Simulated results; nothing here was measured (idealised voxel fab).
voxel air gaps: a process module
Square cell edge 5 nm, section width 290 nm, ID cut.
This document writes a cross-section as a grid whose cells are square, and gives it as bands, listed from the top down; one or more rows of cells form a band. What a band's entry tells you: where the top is and where the bottom is, as heights in nm, and after that what lies inside, material by material from left to right, each with its width in nm. Empty space is written as the word "empty", and a single material marked with the word "everywhere" occupies the band from edge to edge. Below 0: as-received wafer, all one material; heights counted from there. Lowest band: no bottom, goes on down, written "top 0, no bottom". The expression "30->40" gives the width at the extremes of the band, the first number at its top row of cells and the second at its bottom row, with the width changing by equal amounts from each row to the next in between. "left unchanged" (step): cross-section cells unchanged, all of them. "Fully enclosed voids": sealed empty spaces, 8 cells or more, no open way to top, listed width x height at distance, with distance from the left edge and width, height and distance in nm. That trailing text on a step's line, after the settings, is the simulator's own remark on the step. overlay nm: step with mask; distance mask lay right of planned place; negative value = left of planned place.
## plan
1 RECEIVE (material Si)
2 CONFORMAL_DEP (material SiO2; thk nm 15)
3 CONFORMAL_DEP (material SiN; thk nm 5)
4 DIRECTIONAL_DEP (material SiO2; thk nm 40)
5 PATTERN (tone open; mask id LINES; material resist; width nm 25; pitch nm 50; thk nm 15; overlay nm 0)
6 DIRECTIONAL_ETCH (etch materials SiO2; depth nm 40)
7 STRIP (etch materials resist)
8 CONFORMAL_DEP (material TiN; thk nm 5)
9 FILL_DEP (material Ru; thk nm 5)
10 CMP (height nm 60)
11 EPI (material Ru; thk nm 10)
12 SELECTIVE_ETCH (etch materials SiO2; depth nm 50)
13 CONFORMAL_DEP (material SiCN; thk nm 5)
## As received (post step 1): cross-section
* top 0, no bottom | Si everywhere
* Fully enclosed voids: none
## Here's the cross-section of the first of our two wafers at the end of the module - it ran as planned
* top 75, bottom 70 | empty: 65 / SiCN: 155 / empty: 70
* top 70, bottom 60 | empty: 65 / SiCN: 5 / Ru: 45 / SiCN: 5 / Ru: 45 / SiCN: 5 / Ru: 45 / SiCN: 5 / empty: 70
* top 60, bottom 55 | empty: 65 / SiCN: 15 / TiN: 5 / Ru: 15 / TiN: 5 / SiCN: 25 / TiN: 5 / Ru: 15 / TiN: 5 / SiCN: 25 / TiN: 5 / Ru: 15 / TiN: 5 / SiCN: 15 / empty: 70
* top 55, bottom 25 | empty: 75 / SiCN: 5 / TiN: 5 / Ru: 15 / TiN: 5 / SiCN: 5 / empty: 15 / SiCN: 5 / TiN: 5 / Ru: 15 / TiN: 5 / SiCN: 5 / empty: 15 / SiCN: 5 / TiN: 5 / Ru: 15 / TiN: 5 / SiCN: 5 / empty: 80
* top 25, bottom 20 | SiCN: 80 / TiN: 25 / SiCN: 25 / TiN: 25 / SiCN: 25 / TiN: 25 / SiCN: 85
* top 20, bottom 15 | SiN everywhere
* top 15, bottom 0 | SiO2 everywhere
* top 0, no bottom | Si everywhere
* Fully enclosed voids: 15 x 30 at 110; 15 x 30 at 160
## Wafer two, sectioned after the module: the first wafer's start, the first wafer's plan, and one mistake in how it was run
* top 75, bottom 70 | empty: 75 / SiCN: 155 / empty: 60
* top 70, bottom 60 | empty: 75 / SiCN: 5 / Ru: 45 / SiCN: 5 / Ru: 45 / SiCN: 5 / Ru: 45 / SiCN: 5 / empty: 60
* top 60, bottom 55 | empty: 75 / SiCN: 15 / TiN: 5 / Ru: 15 / TiN: 5 / SiCN: 25 / TiN: 5 / Ru: 15 / TiN: 5 / SiCN: 25 / TiN: 5 / Ru: 15 / TiN: 5 / SiCN: 15 / empty: 60
* top 55, bottom 25 | empty: 85 / SiCN: 5 / TiN: 5 / Ru: 15 / TiN: 5 / SiCN: 5 / empty: 15 / SiCN: 5 / TiN: 5 / Ru: 15 / TiN: 5 / SiCN: 5 / empty: 15 / SiCN: 5 / TiN: 5 / Ru: 15 / TiN: 5 / SiCN: 5 / empty: 70
* top 25, bottom 20 | SiCN: 90 / TiN: 25 / SiCN: 25 / TiN: 25 / SiCN: 25 / TiN: 25 / SiCN: 75
* top 20, bottom 15 | SiN everywhere
* top 15, bottom 0 | SiO2 everywhere
* top 0, no bottom | Si everywhere
* Fully enclosed voids: 15 x 30 at 120; 15 x 30 at 170
Diagnosis: step 5 was not run as planned; what actually ran was PATTERN (tone open; mask id LINES; material resist; width nm 25; pitch nm 50; thk nm 15; overlay nm 10)
Same inventory, different map: at the end, the second wafer holds as many cells of each material as the first, placed elsewhere.
